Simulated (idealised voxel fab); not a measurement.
The process module presented herein is designated voxel self aligned vias.
The cross-section shown here is cut; it is 290 nm wide and divided into square cells measuring 5 nm on a side.
How to read a cross-section here: the picture is a grid of square cells, written as bands going from the top down, and any band can span one or more rows of cells. For a band, the entry starts with two heights in nm, that of the top and then that of the bottom, and carries on with the band's materials in order from left to right, each alongside its width in nm; the word "throughout" beside a single material means it fills the band edge to edge, and "empty" means empty space. Height is counted from the level 0, under which the received wafer is composed throughout of one material. The lowest of the bands is not closed at the bottom but continues downward, in the notation "0 -> down". With a width like "30 to 40", each row of cells in the band differs from the next by the same amount, the top row carrying the first number and the bottom row the second. For the purposes of this document, the phrase "no change occurred" attached to a step denotes that no cell within the cross-section was modified by that step. "Closed internal voids" lists enclosed empty spaces (at least 8 cells, no open path upward to the top), each as width x height at distance from the left edge, in nm. What comes after the settings on a step's line is commentary from the simulator itself on that step. Each step line may optionally specify "overlay nm", which for a step with a mask gives the rightward distance between the mask's planned place and where it lay, a negative value indicating the leftward direction.

The steps planned for the process are as follows:
1,RECEIVE | material Si
2,CONFORMAL_DEP | material SiO2 | thk nm 15
3,CONFORMAL_DEP | material SiCN | thk nm 5
4,DIRECTIONAL_DEP | material SiO2 | thk nm 30
5,PATTERN | tone open | mask id LINES | material resist | width nm 30 | pitch nm 60 | thk nm 20 | overlay nm 0
6,DIRECTIONAL_ETCH | etch materials SiO2 | depth nm 30
7,STRIP | etch materials resist
8,CONFORMAL_DEP | material TiN | thk nm 5
9,FILL_DEP | material Ru | thk nm 5
10,CMP | height nm 50
11,SELECTIVE_ETCH | etch materials W Ru TiN | depth nm 10
12,FILL_DEP | material SiN | thk nm 10
13,CMP | height nm 50
14,DIRECTIONAL_DEP | material SiO2 | thk nm 20
15,PATTERN | tone open | mask id VIAS | material resist | width nm 40 | pitch nm 60 | thk nm 20 | overlay nm 0
16,DIRECTIONAL_ETCH | etch materials SiO2 | depth nm 20
17,DIRECTIONAL_ETCH | etch materials SiN | depth nm 10
18,STRIP | etch materials resist
19,CONFORMAL_DEP | material TiN | thk nm 5
20,FILL_DEP | material Ru | thk nm 5
21,CMP | height nm 70
22,CONFORMAL_DEP | material SiN | thk nm 5

Run as planned: first of two wafers:

As received (post step 1): cross-section:
    0 -> down = Si throughout
    Closed internal voids: none

Wafer section view after processing step 2:
    15 -> 0 = SiO2 throughout
    At heights below 0, the structure remains unaltered.

Wafer section view after processing step 3:
    20 -> 15 = SiCN throughout
    At heights below 15, the structure remains unaltered.

Wafer section view after processing step 4:
    50 -> 20 = SiO2 throughout
    At heights below 20, the structure remains unaltered.

Wafer section view after processing step 5:
    70 -> 50 = 100 resist / 30 empty / 30 resist / 30 empty / 100 resist
    At heights below 50, the structure remains unaltered.

Wafer section view after processing step 6:
    70 -> 50 = 100 resist / 30 empty / 30 resist / 30 empty / 100 resist
    50 -> 20 = 100 SiO2 / 30 empty / 30 SiO2 / 30 empty / 100 SiO2
    At heights below 20, the structure remains unaltered.

Wafer section view after processing step 7:
    50 -> 20 = 100 SiO2 / 30 empty / 30 SiO2 / 30 empty / 100 SiO2
    At heights below 20, the structure remains unaltered.

Wafer section view after processing step 8:
    55 -> 50 = 105 TiN / 20 empty / 40 TiN / 20 empty / 105 TiN
    50 -> 25 = 100 SiO2 / 5 TiN / 20 empty / 5 TiN / 30 SiO2 / 5 TiN / 20 empty / 5 TiN / 100 SiO2
    25 -> 20 = 100 SiO2 / 30 TiN / 30 SiO2 / 30 TiN / 100 SiO2
    At heights below 20, the structure remains unaltered.

Wafer section view after processing step 9:
    60 -> 55 = Ru throughout
    55 -> 50 = 105 TiN / 20 Ru / 40 TiN / 20 Ru / 105 TiN
    50 -> 25 = 100 SiO2 / 5 TiN / 20 Ru / 5 TiN / 30 SiO2 / 5 TiN / 20 Ru / 5 TiN / 100 SiO2
    At heights below 25, the structure remains unaltered.

Wafer section view after processing step 10:
    50 -> 25 = 100 SiO2 / 5 TiN / 20 Ru / 5 TiN / 30 SiO2 / 5 TiN / 20 Ru / 5 TiN / 100 SiO2
    At heights below 25, the structure remains unaltered.

Wafer section view after processing step 11:
    50 -> 40 = 100 SiO2 / 30 empty / 30 SiO2 / 30 empty / 100 SiO2
    At heights below 40, the structure remains unaltered.

Wafer section view after processing step 12:
    60 -> 50 = SiN throughout
    50 -> 40 = 100 SiO2 / 30 SiN / 30 SiO2 / 30 SiN / 100 SiO2
    At heights below 40, the structure remains unaltered.

Wafer section view after processing step 13:
    50 -> 40 = 100 SiO2 / 30 SiN / 30 SiO2 / 30 SiN / 100 SiO2
    At heights below 40, the structure remains unaltered.

Wafer section view after processing step 14:
    70 -> 50 = SiO2 throughout
    At heights below 50, the structure remains unaltered.

Wafer section view after processing step 15:
    90 -> 70 = 95 resist / 40 empty / 20 resist / 40 empty / 95 resist
    At heights below 70, the structure remains unaltered.

Wafer section view after processing step 16:
    90 -> 70 = 95 resist / 40 empty / 20 resist / 40 empty / 95 resist
    70 -> 50 = 95 SiO2 / 40 empty / 20 SiO2 / 40 empty / 95 SiO2
    At heights below 50, the structure remains unaltered.

Wafer section view after processing step 17:
    90 -> 70 = 95 resist / 40 empty / 20 resist / 40 empty / 95 resist
    70 -> 50 = 95 SiO2 / 40 empty / 20 SiO2 / 40 empty / 95 SiO2
    50 -> 40 = 100 SiO2 / 30 empty / 30 SiO2 / 30 empty / 100 SiO2
    At heights below 40, the structure remains unaltered.

Wafer section view after processing step 18:
    70 -> 50 = 95 SiO2 / 40 empty / 20 SiO2 / 40 empty / 95 SiO2
    At heights below 50, the structure remains unaltered.

Wafer section view after processing step 19:
    75 -> 70 = 100 TiN / 30 empty / 30 TiN / 30 empty / 100 TiN
    70 -> 55 = 95 SiO2 / 5 TiN / 30 empty / 5 TiN / 20 SiO2 / 5 TiN / 30 empty / 5 TiN / 95 SiO2
    55 -> 45 = 95 to 100 SiO2 / 10 to 5 TiN / 20 empty / 10 to 5 TiN / 20 to 30 SiO2 / 10 to 5 TiN / 20 empty / 10 to 5 TiN / 95 to 100 SiO2
    45 -> 40 = 100 SiO2 / 30 TiN / 30 SiO2 / 30 TiN / 100 SiO2
    At heights below 40, the structure remains unaltered.

Wafer section view after processing step 20:
    80 -> 75 = Ru throughout
    75 -> 70 = 100 TiN / 30 Ru / 30 TiN / 30 Ru / 100 TiN
    70 -> 55 = 95 SiO2 / 5 TiN / 30 Ru / 5 TiN / 20 SiO2 / 5 TiN / 30 Ru / 5 TiN / 95 SiO2
    55 -> 45 = 95 to 100 SiO2 / 10 to 5 TiN / 20 Ru / 10 to 5 TiN / 20 to 30 SiO2 / 10 to 5 TiN / 20 Ru / 10 to 5 TiN / 95 to 100 SiO2
    At heights below 45, the structure remains unaltered.

Wafer section view after processing step 21:
    70 -> 55 = 95 SiO2 / 5 TiN / 30 Ru / 5 TiN / 20 SiO2 / 5 TiN / 30 Ru / 5 TiN / 95 SiO2
    At heights below 55, the structure remains unaltered.

Wafer section view after processing step 22:
    75 -> 70 = SiN throughout
    At heights below 70, the structure remains unaltered.

Second wafer. Start and plan as for the first. One mistake made in running. Agrees with the first up to and including step 1:

Second wafer cross-section, taken as of the time the plan sets for step 2 to be done:
    5 -> 0 = SiCN throughout
    At heights below 0, the structure remains unaltered.

Second wafer cross-section, taken as of the time the plan sets for step 3 to be done:
    20 -> 5 = SiO2 throughout
    At heights below 5, the structure remains unaltered.

Second wafer cross-section, taken as of the time the plan sets for step 4 to be done:
    50 -> 5 = SiO2 throughout
    At heights below 5, the structure remains unaltered.

Second wafer cross-section, taken as of the time the plan sets for step 5 to be done:
    70 -> 50 = 100 resist / 30 empty / 30 resist / 30 empty / 100 resist
    At heights below 50, the structure remains unaltered.

Second wafer cross-section, taken as of the time the plan sets for step 6 to be done:
    70 -> 50 = 100 resist / 30 empty / 30 resist / 30 empty / 100 resist
    50 -> 20 = 100 SiO2 / 30 empty / 30 SiO2 / 30 empty / 100 SiO2
    At heights below 20, the structure remains unaltered.

Second wafer cross-section, taken as of the time the plan sets for step 7 to be done:
    50 -> 20 = 100 SiO2 / 30 empty / 30 SiO2 / 30 empty / 100 SiO2
    At heights below 20, the structure remains unaltered.

Second wafer cross-section, taken as of the time the plan sets for step 8 to be done:
    55 -> 50 = 105 TiN / 20 empty / 40 TiN / 20 empty / 105 TiN
    50 -> 25 = 100 SiO2 / 5 TiN / 20 empty / 5 TiN / 30 SiO2 / 5 TiN / 20 empty / 5 TiN / 100 SiO2
    25 -> 20 = 100 SiO2 / 30 TiN / 30 SiO2 / 30 TiN / 100 SiO2
    At heights below 20, the structure remains unaltered.

Second wafer cross-section, taken as of the time the plan sets for step 9 to be done:
    60 -> 55 = Ru throughout
    55 -> 50 = 105 TiN / 20 Ru / 40 TiN / 20 Ru / 105 TiN
    50 -> 25 = 100 SiO2 / 5 TiN / 20 Ru / 5 TiN / 30 SiO2 / 5 TiN / 20 Ru / 5 TiN / 100 SiO2
    At heights below 25, the structure remains unaltered.

Second wafer cross-section, taken as of the time the plan sets for step 10 to be done:
    50 -> 25 = 100 SiO2 / 5 TiN / 20 Ru / 5 TiN / 30 SiO2 / 5 TiN / 20 Ru / 5 TiN / 100 SiO2
    At heights below 25, the structure remains unaltered.

Second wafer cross-section, taken as of the time the plan sets for step 11 to be done:
    50 -> 40 = 100 SiO2 / 30 empty / 30 SiO2 / 30 empty / 100 SiO2
    At heights below 40, the structure remains unaltered.

Second wafer cross-section, taken as of the time the plan sets for step 12 to be done:
    60 -> 50 = SiN throughout
    50 -> 40 = 100 SiO2 / 30 SiN / 30 SiO2 / 30 SiN / 100 SiO2
    At heights below 40, the structure remains unaltered.

Second wafer cross-section, taken as of the time the plan sets for step 13 to be done:
    50 -> 40 = 100 SiO2 / 30 SiN / 30 SiO2 / 30 SiN / 100 SiO2
    At heights below 40, the structure remains unaltered.

Second wafer cross-section, taken as of the time the plan sets for step 14 to be done:
    70 -> 50 = SiO2 throughout
    At heights below 50, the structure remains unaltered.

Second wafer cross-section, taken as of the time the plan sets for step 15 to be done:
    90 -> 70 = 95 resist / 40 empty / 20 resist / 40 empty / 95 resist
    At heights below 70, the structure remains unaltered.

Second wafer cross-section, taken as of the time the plan sets for step 16 to be done:
    90 -> 70 = 95 resist / 40 empty / 20 resist / 40 empty / 95 resist
    70 -> 50 = 95 SiO2 / 40 empty / 20 SiO2 / 40 empty / 95 SiO2
    At heights below 50, the structure remains unaltered.

Second wafer cross-section, taken as of the time the plan sets for step 17 to be done:
    90 -> 70 = 95 resist / 40 empty / 20 resist / 40 empty / 95 resist
    70 -> 50 = 95 SiO2 / 40 empty / 20 SiO2 / 40 empty / 95 SiO2
    50 -> 40 = 100 SiO2 / 30 empty / 30 SiO2 / 30 empty / 100 SiO2
    At heights below 40, the structure remains unaltered.

Second wafer cross-section, taken as of the time the plan sets for step 18 to be done:
    70 -> 50 = 95 SiO2 / 40 empty / 20 SiO2 / 40 empty / 95 SiO2
    At heights below 50, the structure remains unaltered.

Second wafer cross-section, taken as of the time the plan sets for step 19 to be done:
    75 -> 70 = 100 TiN / 30 empty / 30 TiN / 30 empty / 100 TiN
    70 -> 55 = 95 SiO2 / 5 TiN / 30 empty / 5 TiN / 20 SiO2 / 5 TiN / 30 empty / 5 TiN / 95 SiO2
    55 -> 45 = 95 to 100 SiO2 / 10 to 5 TiN / 20 empty / 10 to 5 TiN / 20 to 30 SiO2 / 10 to 5 TiN / 20 empty / 10 to 5 TiN / 95 to 100 SiO2
    45 -> 40 = 100 SiO2 / 30 TiN / 30 SiO2 / 30 TiN / 100 SiO2
    At heights below 40, the structure remains unaltered.

Second wafer cross-section, taken as of the time the plan sets for step 20 to be done:
    80 -> 75 = Ru throughout
    75 -> 70 = 100 TiN / 30 Ru / 30 TiN / 30 Ru / 100 TiN
    70 -> 55 = 95 SiO2 / 5 TiN / 30 Ru / 5 TiN / 20 SiO2 / 5 TiN / 30 Ru / 5 TiN / 95 SiO2
    55 -> 45 = 95 to 100 SiO2 / 10 to 5 TiN / 20 Ru / 10 to 5 TiN / 20 to 30 SiO2 / 10 to 5 TiN / 20 Ru / 10 to 5 TiN / 95 to 100 SiO2
    At heights below 45, the structure remains unaltered.

Second wafer cross-section, taken as of the time the plan sets for step 21 to be done:
    70 -> 55 = 95 SiO2 / 5 TiN / 30 Ru / 5 TiN / 20 SiO2 / 5 TiN / 30 Ru / 5 TiN / 95 SiO2
    At heights below 55, the structure remains unaltered.

Second wafer cross-section, taken as of the time the plan sets for step 22 to be done:
    75 -> 70 = SiN throughout
    At heights below 70, the structure remains unaltered.
Finding, execution versus plan: mixed up steps 2 and 3 - ran each in the other's place
Cell counts per material: same on both final wafers. Positions: different.
